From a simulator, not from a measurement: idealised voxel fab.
Presented below is a process module, voxel gate over fins.
In the cross-section labelled cut, the width is 280 nm and each square cell is 5 nm.
If you're reading a cross-section in this doc, picture square cells in a grid; it comes to you as bands, top ones listed first down to the bottom, and a band can be one or more rows of cells.
A band entry consists of two parts. The first gives the height of the band's top and the height of its bottom, in nm. The rest lists the band's materials from left to right, each with its width in nm. A single material labelled with the word "full width" fills the band from edge to edge, and the word "empty" marks empty space.
Below 0: as-received wafer, all one material; heights counted from there. Lowest band: no bottom, goes on down, written "0 and below".
A two-number width, for instance "30..40", indicates that the width is equal to the first number in the top row of the band and to the second number in the bottom row, and that it changes by a constant amount per row of cells.
"remained the same" -> step changed no cross-section cell.
The entry titled "Unvented internal voids" provides the empty spaces that have no open way to the top, restricted to those of 8 cells or more. Each is presented as width x height at distance, the distance being measured from the left edge, with all three in nm.
Text after the settings on a step's line: the simulator's own remark on that step.
overlay nm: on a step with a mask, how far right of its planned place the mask lay; negative means left.
Below is the list of planned process steps:
step 1: RECEIVE: material Si
step 2: CONFORMAL_DEP: material SiN, thk nm 10
step 3: PATTERN: tone cover, mask id FINS, material resist, width nm 15, pitch nm 40, thk nm 20, overlay nm 0
step 4: DIRECTIONAL_ETCH: etch materials SiN, depth nm 10
step 5: DIRECTIONAL_ETCH: etch materials Si, depth nm 40
step 6: STRIP: etch materials resist
step 7: FILL_DEP: material SiO2, thk nm 15
step 8: CMP: height nm 10
step 9: SELECTIVE_ETCH: etch materials SiO2, depth nm 20
step 10: STRIP: etch materials SiN
step 11: CONFORMAL_DEP: material HfO2, thk nm 5
step 12: CONFORMAL_DEP: material TiN, thk nm 5
step 13: FILL_DEP: material W, thk nm 10
step 14: CMP: height nm 15
step 15: CONFORMAL_DEP: material SiCN, thk nm 10
First of two wafers, processed according to plan:
Shown in cross-section is the wafer as received, that is, as it stands after step 1:
- 0 and below  Si full width
- Unvented internal voids: none
Upon completion of step 2, the wafer appears in cross-section as shown:
- 10 down to 0  SiN full width
- No changes below 0.
Upon completion of step 3, the wafer appears in cross-section as shown:
- 30 down to 10  110 nm empty; 15 nm resist; 25 nm empty; 15 nm resist; 115 nm empty
- No changes below 10.
Upon completion of step 4, the wafer appears in cross-section as shown:
- 30 down to 10  110 nm empty; 15 nm resist; 25 nm empty; 15 nm resist; 115 nm empty
- 10 down to 0  110 nm empty; 15 nm SiN; 25 nm empty; 15 nm SiN; 115 nm empty
- No changes below 0.
Upon completion of step 5, the wafer appears in cross-section as shown:
- 30 down to 10  110 nm empty; 15 nm resist; 25 nm empty; 15 nm resist; 115 nm empty
- 10 down to 0  110 nm empty; 15 nm SiN; 25 nm empty; 15 nm SiN; 115 nm empty
- 0 down to -40  110 nm empty; 15 nm Si; 25 nm empty; 15 nm Si; 115 nm empty
- No changes below -40.
Upon completion of step 6, the wafer appears in cross-section as shown:
- 10 down to 0  110 nm empty; 15 nm SiN; 25 nm empty; 15 nm SiN; 115 nm empty
- No changes below 0.
Upon completion of step 7, the wafer appears in cross-section as shown:
- 25 down to 10  SiO2 full width
- 10 down to 0  110 nm SiO2; 15 nm SiN; 25 nm SiO2; 15 nm SiN; 115 nm SiO2
- 0 down to -40  110 nm SiO2; 15 nm Si; 25 nm SiO2; 15 nm Si; 115 nm SiO2
- No changes below -40.
Upon completion of step 8, the wafer appears in cross-section as shown:
- 10 down to 0  110 nm SiO2; 15 nm SiN; 25 nm SiO2; 15 nm SiN; 115 nm SiO2
- No changes below 0.
Upon completion of step 9, the wafer appears in cross-section as shown:
- 10 down to 0  110 nm empty; 15 nm SiN; 25 nm empty; 15 nm SiN; 115 nm empty
- 0 down to -10  110 nm empty; 15 nm Si; 25 nm empty; 15 nm Si; 115 nm empty
- No changes below -10.
Upon completion of step 10, the wafer appears in cross-section as shown:
- 0 down to -10  110 nm empty; 15 nm Si; 25 nm empty; 15 nm Si; 115 nm empty
- No changes below -10.
Upon completion of step 11, the wafer appears in cross-section as shown:
- 5 down to 0  105 nm empty; 25 nm HfO2; 15 nm empty; 25 nm HfO2; 110 nm empty
- 0 down to -5  105 nm empty; 5 nm HfO2; 15 nm Si; 5 nm HfO2; 15 nm empty; 5 nm HfO2; 15 nm Si; 5 nm HfO2; 110 nm empty
- -5 down to -10  110 nm HfO2; 15 nm Si; 25 nm HfO2; 15 nm Si; 115 nm HfO2
- No changes below -10.
Upon completion of step 12, the wafer appears in cross-section as shown:
- 10 down to 5  100 nm empty; 35 nm TiN; 5 nm empty; 35 nm TiN; 105 nm empty
- 5 down to 0  100 nm empty; 5 nm TiN; 25 nm HfO2; 5 nm TiN; 5 nm empty; 5 nm TiN; 25 nm HfO2; 5 nm TiN; 105 nm empty
- 0 down to -5  105 nm TiN; 5 nm HfO2; 15 nm Si; 5 nm HfO2; 15 nm TiN; 5 nm HfO2; 15 nm Si; 5 nm HfO2; 110 nm TiN
- No changes below -5.
Upon completion of step 13, the wafer appears in cross-section as shown:
- 20 down to 10  W full width
- 10 down to 5  100 nm W; 35 nm TiN; 5 nm W; 35 nm TiN; 105 nm W
- 5 down to 0  100 nm W; 5 nm TiN; 25 nm HfO2; 5 nm TiN; 5 nm W; 5 nm TiN; 25 nm HfO2; 5 nm TiN; 105 nm W
- No changes below 0.
Upon completion of step 14, the wafer appears in cross-section as shown:
- 15 down to 10  W full width
- No changes below 10.
Upon completion of step 15, the wafer appears in cross-section as shown:
- 25 down to 15  SiCN full width
- No changes below 15.
Second wafer, same starting state and plan as the first, one mistake in the run, identical through step 1:
Cross-section of the second wafer when, according to plan, step 2 should have finished:
- 10 down to 0  W full width
- No changes below 0.
Cross-section of the second wafer when, according to plan, step 3 should have finished:
- 30 down to 10  110 nm empty; 15 nm resist; 25 nm empty; 15 nm resist; 115 nm empty
- No changes below 10.
Cross-section of the second wafer when, according to plan, step 4 should have finished: remained the same
Cross-section of the second wafer when, according to plan, step 5 should have finished: remained the same
Cross-section of the second wafer when, according to plan, step 6 should have finished:
- 10 down to 0  W full width
- No changes below 0.
Cross-section of the second wafer when, according to plan, step 7 should have finished:
- 25 down to 10  SiO2 full width
- No changes below 10.
Cross-section of the second wafer when, according to plan, step 8 should have finished:
- 10 down to 0  W full width
- No changes below 0.
Cross-section of the second wafer when, according to plan, step 9 should have finished: remained the same
Cross-section of the second wafer when, according to plan, step 10 should have finished: remained the same
Cross-section of the second wafer when, according to plan, step 11 should have finished:
- 15 down to 10  HfO2 full width
- No changes below 10.
Cross-section of the second wafer when, according to plan, step 12 should have finished:
- 20 down to 15  TiN full width
- No changes below 15.
Cross-section of the second wafer when, according to plan, step 13 should have finished:
- 30 down to 20  W full width
- No changes below 20.
Cross-section of the second wafer when, according to plan, step 14 should have finished:
- 15 down to 10  HfO2 full width
- No changes below 10.
Cross-section of the second wafer when, according to plan, step 15 should have finished:
- 25 down to 15  SiCN full width
- No changes below 15.
The mistake made against the process plan was this: planned and actual differ for step 2; actual: CONFORMAL_DEP: material W, thk nm 10
Count the cells at the end and the second wafer has more or fewer of some materials than the first: HfO2: 8 fewer, Si: 400 more, SiO2: 300 fewer, TiN: 64 fewer, W: 28 fewer
